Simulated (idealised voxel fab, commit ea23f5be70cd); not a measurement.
Process module heading - voxel fin reveal
275 nm wide, 5 nm square cells: that's cross-section cut.
Cross-section = grid of square cells, listed top down in bands; band = one or more rows.
What a band's entry tells you: where the top is and where the bottom is, as heights in nm, and after that what lies inside, material by material from left to right, each with its width in nm. Empty space is written as the word "air", and a single material marked with the word "edge to edge" occupies the band from edge to edge.
A quick word on heights: they are counted from 0, and under that level the wafer as it came to us is one material throughout. The lowest band is different from the rest in having no bottom; it simply continues downward, written as in "0 down".
The notation "30->40" denotes a width that varies across the rows of cells in the band, beginning at the first number in the top row, finishing at the second number in the bottom row, and changing by an identical amount from each row to the next.
Where the words "everything unchanged" appear for a step, the cross-section shows no cell changed by that step; every cell remained as before.
Any empty space of 8 cells or more lacking an open way to the top shows up in "Sealed void list" as width x height at distance, distance from the left edge, in nm.
It should be noted that, on the line of a given step, the content following the step's settings is a remark produced by the simulator itself with respect to that step.
overlay nm: for a step with a mask, the amount by which the mask lay right of where it was planned; a negative amount means left of it.
Below is the list of planned process steps:
- 1: op RECEIVE | material Si
- 2: op CONFORMAL_DEP | material SiN | thk nm 10
- 3: op PATTERN | tone cover | mask id FINS | material resist | width nm 15 | pitch nm 35 | thk nm 20 | overlay nm 0
- 4: op DIRECTIONAL_ETCH | etch materials SiN | depth nm 10
- 5: op DIRECTIONAL_ETCH | etch materials Si | depth nm 40
- 6: op STRIP | etch materials resist
- 7: op OXIDIZE | depth nm 5
- 8: op FILL_DEP | material SiO2 | thk nm 15
- 9: op CMP | height nm 10
- 10: op SELECTIVE_ETCH | etch materials SiO2 | depth nm 25
- 11: op STRIP | etch materials SiN
- 12: op CONFORMAL_DEP | material HfO2 | thk nm 5
As-received state of the wafer in cross-section, equivalent to post-step 1:
  0 down  Si edge to edge
  Sealed void list: none
Here's the cross-section of the first of our two wafers at the end of the module - it ran as planned:
  5 to 0  110 of air | 15 of HfO2 | 20 of air | 15 of HfO2 | 115 of air
  0 to -10  110 of air | 5 of HfO2 | 5 of Si | 5 of HfO2 | 20 of air | 5 of HfO2 | 5 of Si | 5 of HfO2 | 115 of air
  -10 to -15  115 of HfO2 | 5 of Si | 30 of HfO2 | 5 of Si | 120 of HfO2
  -15 to -45  115 of SiO2 | 5 of Si | 30 of SiO2 | 5 of Si | 120 of SiO2
  -45 down  Si edge to edge
  Sealed void list: none
This is the second of the two wafers, cross-sectioned at the end of the module; it started exactly like the first and was given the same plan, but it was run with one mistake:
  5 to 0  110 of air | 15 of HfO2 | 20 of air | 15 of HfO2 | 115 of air
  0 to -10  110 of air | 5 of HfO2 | 5 of Si | 5 of HfO2 | 20 of air | 5 of HfO2 | 5 of Si | 5 of HfO2 | 115 of air
  -10 to -15  90 of HfO2 | 20 of air | 5 of HfO2 | 5 of Si | 5 of HfO2 | 20 of air | 5 of HfO2 | 5 of Si | 5 of HfO2 | 20 of air | 95 of HfO2
  -15 to -20  85 of SiO2 | 5 of HfO2 | 20 of air | 5 of HfO2 | 5 of Si | 5 of HfO2 | 20 of air | 5 of HfO2 | 5 of Si | 5 of HfO2 | 20 of air | 5 of HfO2 | 90 of SiO2
  -20 to -25  85 of SiO2 | 30 of HfO2 | 5 of Si | 30 of HfO2 | 5 of Si | 30 of HfO2 | 90 of SiO2
  -25 to -45  115 of SiO2 | 5 of Si | 30 of SiO2 | 5 of Si | 120 of SiO2
  -45 down  Si edge to edge
  Sealed void list: none
Deviation from plan: swap of plan steps 10 and 11 during execution
Looking at both finished wafers in cells, the second ends up ahead of or behind the first on some materials: HfO2 +12 | SiO2 -36
